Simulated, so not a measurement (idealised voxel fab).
process module | voxel self aligned vias
cross-section cut | 220 nm wide | cells 5 nm
A cross-section is a grid of square cells, given in bands from the top down. A band is one or more rows of cells.
Each band's line starts with the height of the band's top and of its bottom, in nm. Then come its materials from left to right, each with its width in nm. One material with "throughout" fills the band from edge to edge. "air" is empty space.
Height 0 is the level under which the wafer as received is all one material. The lowest band goes on downwards, as in "0 down".
A width such as "30 to 40" changes by the same amount from each row of cells to the next, from the band's top row to its bottom row.
"no change" after a step means that no cell of the cross-section changed.
closed voids: empty space of 8 cells or more with no open way to the top, each as width x height at its distance from the left edge, in nm
after a step's settings: what the simulator itself notes on the step
overlay nm, on a step with a mask: how far to the right of its planned place the mask lay; to the left if negative
plan
1 op RECEIVE | material Si
2 op CONFORMAL_DEP | material SiO2 | thk nm 10
3 op CONFORMAL_DEP | material SiCN | thk nm 5
4 op DIRECTIONAL_DEP | material SiO2 | thk nm 25
5 op MASKED_ETCH | tone open | mask id LINES | width nm 30 | pitch nm 60 | etch materials SiO2 | depth nm 25 | overlay nm 0
6 op CONFORMAL_DEP | material TiN | thk nm 5
7 op FILL_DEP | material W | thk nm 10
8 op CMP | height nm 40
9 op SELECTIVE_ETCH | etch materials W Ru TiN | depth nm 10
10 op FILL_DEP | material SiN | thk nm 5
11 op CMP | height nm 40
12 op DIRECTIONAL_DEP | material SiO2 | thk nm 20
13 op DIRECTIONAL_DEP | material aC | thk nm 15
14 op PATTERN | tone open | mask id VIAS | material resist | width nm 40 | pitch nm 120 | thk nm 30 | overlay nm 0
15 op DIRECTIONAL_ETCH | etch materials aC | depth nm 15
16 op STRIP | etch materials resist
17 op DIRECTIONAL_ETCH | etch materials SiO2 | depth nm 20
18 op DIRECTIONAL_ETCH | etch materials SiN | depth nm 10
19 op STRIP | etch materials aC
20 op CONFORMAL_DEP | material TiN | thk nm 5
21 op FILL_DEP | material Cu | thk nm 5
22 op CMP | height nm 60
23 op CONFORMAL_DEP | material SiN | thk nm 5
as received, after step 1
  0 down: Si throughout
  closed voids: none
first wafer at the end, as planned
  65 to 60: SiN throughout
  60 to 45: SiO2 30 | TiN 5 | Cu 30 | TiN 5 | SiO2 80 | TiN 5 | Cu 30 | TiN 5 | SiO2 30
  45 to 40: SiO2 30 | TiN 10 | Cu 20 | TiN 10 | SiO2 80 | TiN 10 | Cu 20 | TiN 10 | SiO2 30
  40 to 35: SiO2 35 | TiN 5 | Cu 20 | TiN 5 | SiO2 30 | SiN 30 | SiO2 30 | TiN 5 | Cu 20 | TiN 5 | SiO2 35
  35 to 30: SiO2 35 | TiN 30 | SiO2 30 | SiN 30 | SiO2 30 | TiN 30 | SiO2 35
  30 to 20: SiO2 35 | TiN 5 | W 20 | TiN 5 | SiO2 30 | TiN 5 | W 20 | TiN 5 | SiO2 30 | TiN 5 | W 20 | TiN 5 | SiO2 35
  20 to 15: SiO2 35 | TiN 30 | SiO2 30 | TiN 30 | SiO2 30 | TiN 30 | SiO2 35
  15 to 10: SiCN throughout
  10 to 0: SiO2 throughout
  0 down: Si throughout
  closed voids: none
second wafer at the end: like start, like plan, one mistake
  65 to 60: SiN throughout
  60 to 40: SiO2 30 | TiN 5 | Cu 30 | TiN 5 | SiO2 80 | TiN 5 | Cu 30 | TiN 5 | SiO2 30
  40 to 35: SiN 30 | TiN 10 | Cu 20 | TiN 10 | SiN 80 | TiN 10 | Cu 20 | TiN 10 | SiN 30
  35 to 30: SiO2 35 | TiN 30 | SiO2 30 | SiN 30 | SiO2 30 | TiN 30 | SiO2 35
  30 to 15: SiO2 35 | TiN 5 | W 20 | TiN 5 | SiO2 30 | TiN 5 | W 20 | TiN 5 | SiO2 30 | TiN 5 | W 20 | TiN 5 | SiO2 35
  15 to 10: SiO2 35 | TiN 30 | SiO2 30 | TiN 30 | SiO2 30 | TiN 30 | SiO2 35
  10 to 0: SiO2 throughout
  0 down: Si throughout
  closed voids: none
what went wrong: step 3 was left out
at the end the second wafer has, in cells: 4 more of Cu | 44 fewer of SiCN | 22 more of SiN | 6 more of TiN | 12 more of W
